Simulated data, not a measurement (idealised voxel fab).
Process module, titled voxel quadruple lines
300 nm wide, 5 nm square cells: that's cross-section cut.
Cross-section = grid of square cells, listed top down in bands; band = one or more rows. The entry gives the band's vertical extent as a top height and a bottom height in nm, then its horizontal make-up as materials from left to right, each with a width in nm. "empty" stands for empty space; a single material marked "full width" fills the band edge to edge. Ref level 0: as-received wafer is one material below here. Bottom band extends down with no lower bound ("0 -> down"). The notation "30->40" denotes a width that varies across the rows of cells in the band, beginning at the first number in the top row, finishing at the second number in the bottom row, and changing by an identical amount from each row to the next. Where a step carries "no alteration", the cross-section came out of it unchanged, cell for cell. Empty spaces without an open route to the top, at least 8 cells in extent, make up the entry "Closed void entries"; each is given as width x height at distance, where the distance is measured from the left edge, and all are in nm. Whatever follows a step's settings on its line is a remark the simulator itself makes about that step. "overlay nm" answers the question of how far to the right of plan the mask lay on a step that has a mask, and when it is negative the answer is to the left.

## plan
- 1: RECEIVE (material Si)
- 2: CONFORMAL_DEP (material Al2O3; thk nm 5)
- 3: DIRECTIONAL_DEP (material TiN; thk nm 10)
- 4: DIRECTIONAL_DEP (material polySi; thk nm 15)
- 5: DIRECTIONAL_DEP (material aC; thk nm 25)
- 6: PATTERN (tone cover; mask id MANDREL; material resist; width nm 35; pitch nm 100; thk nm 30; overlay nm 0)
- 7: DIRECTIONAL_ETCH (etch materials aC; depth nm 25)
- 8: STRIP (etch materials resist)
- 9: CONFORMAL_DEP (material SiO2; thk nm 15)
- 10: DIRECTIONAL_ETCH (etch materials SiO2; depth nm 15)
- 11: STRIP (etch materials aC)
- 12: DIRECTIONAL_ETCH (etch materials polySi; depth nm 15)
- 13: STRIP (etch materials SiO2)
- 14: CONFORMAL_DEP (material SiCN; thk nm 10)
- 15: DIRECTIONAL_ETCH (etch materials SiCN; depth nm 10)
- 16: STRIP (etch materials polySi)
- 17: DIRECTIONAL_ETCH (etch materials TiN; depth nm 10)
- 18: STRIP (etch materials SiCN)

## Received-state cross-section, reflecting completion of step 1
* 0 -> down = Si full width
* Closed void entries: none

## Final wafer profile in cross-section after the module, from the same start and plan as above, with one mistake made during processing
* 15 -> 5 = empty 65 nm / TiN 10 nm / empty 15 nm / TiN 10 nm / empty 15 nm / TiN 10 nm / empty 15 nm / TiN 10 nm / empty 15 nm / TiN 10 nm / empty 15 nm / TiN 10 nm / empty 15 nm / TiN 10 nm / empty 15 nm / TiN 10 nm / empty 50 nm
* 5 -> 0 = Al2O3 full width
* 0 -> down = Si full width
* Closed void entries: none
Against the plan, the run slipped here: step 6 did not happen as planned, as run it was PATTERN (tone cover; mask id MANDREL; material resist; width nm 35; pitch nm 100; thk nm 30; overlay nm 10)
